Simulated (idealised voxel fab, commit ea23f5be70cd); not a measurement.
Title: Process Module voxel self aligned vias
Cross-section cut spans 295 nm and uses square cells 5 nm in size.
The cross-sections in this document take the form of a grid made of square cells. They are written out as bands, in order from top to bottom. Each band consists of one or more rows of cells. In this notation a band is specified by the heights of its top and bottom, in that order and in nm, after which its materials appear from left to right, each paired with its width in nm. The word "edge to edge" attached to a single material means that material fills the band from edge to edge; the word "empty" stands for empty space. Ref level 0: as-received wafer is one material below here. Bottom band extends down with no lower bound ("0..down"). The notation "30..40" denotes a width that varies across the rows of cells in the band, beginning at the first number in the top row, finishing at the second number in the bottom row, and changing by an identical amount from each row to the next. Key: "nothing got changed" - step with no changed cell in the cross-section. Entry "Enclosed empty spaces" = empty spaces >= 8 cells with no open way to the top; each as width x height at distance, distance from left edge, all nm. Past the settings on a step's line: simulator remark, on that step. The "overlay nm" setting may appear on a step's line; for a step that uses a mask, it gives how far to the right of its planned position the mask lay, and a negative value indicates the left.

### Intended process steps
1) RECEIVE (material Si)
2) CONFORMAL_DEP (material SiO2; thk nm 10)
3) CONFORMAL_DEP (material SiCN; thk nm 5)
4) DIRECTIONAL_DEP (material lowk; thk nm 25)
5) DIRECTIONAL_DEP (material aC; thk nm 10)
6) PATTERN (tone open; mask id LINES; material resist; width nm 25; pitch nm 50; thk nm 30; overlay nm 0)
7) DIRECTIONAL_ETCH (etch materials aC; depth nm 10)
8) STRIP (etch materials resist)
9) DIRECTIONAL_ETCH (etch materials lowk; depth nm 25)
10) STRIP (etch materials aC)
11) CONFORMAL_DEP (material TiN; thk nm 5)
12) FILL_DEP (material Ru; thk nm 5)
13) CMP (height nm 40)
14) SELECTIVE_ETCH (etch materials W Ru TiN; depth nm 5)
15) FILL_DEP (material SiN; thk nm 10)
16) CMP (height nm 40)
17) DIRECTIONAL_DEP (material lowk; thk nm 15)
18) PATTERN (tone open; mask id VIAS; material resist; width nm 25; thk nm 15; overlay nm 0)
19) DIRECTIONAL_ETCH (etch materials lowk; depth nm 15)
20) DIRECTIONAL_ETCH (etch materials SiN; depth nm 5)
21) STRIP (etch materials resist)
22) CONFORMAL_DEP (material TiN; thk nm 5)
23) FILL_DEP (material Cu; thk nm 10)
24) CMP (height nm 55)
25) CONFORMAL_DEP (material SiCN; thk nm 5)
Wafer-to-wafer difference: width nm, step 18. Common start. Plan = first wafer's value.

### After step 1, as received: first of several wafers, cross-section
	0..down = Si edge to edge
	Enclosed empty spaces: none

### Per wafer, end of module: cells gained (+) or lost (-) per material since receipt, then closed voids
width nm 25; +9 Cu; +18 Ru; +118 SiCN; +5 SiN; +118 SiO2; +33 TiN; +407 lowk; Enclosed empty spaces: none
width nm 30; +11 Cu; +18 Ru; +118 SiCN; +5 SiN; +118 SiO2; +34 TiN; +404 lowk; Enclosed empty spaces: none
width nm 35; +13 Cu; +18 Ru; +118 SiCN; +5 SiN; +118 SiO2; +35 TiN; +401 lowk; Enclosed empty spaces: none
width nm 40; +15 Cu; +18 Ru; +118 SiCN; +5 SiN; +118 SiO2; +36 TiN; +398 lowk; Enclosed empty spaces: none
width nm 45; +17 Cu; +18 Ru; +118 SiCN; +5 SiN; +118 SiO2; +37 TiN; +395 lowk; Enclosed empty spaces: none
width nm 50; +19 Cu; +18 Ru; +118 SiCN; +5 SiN; +118 SiO2; +38 TiN; +392 lowk; Enclosed empty spaces: none
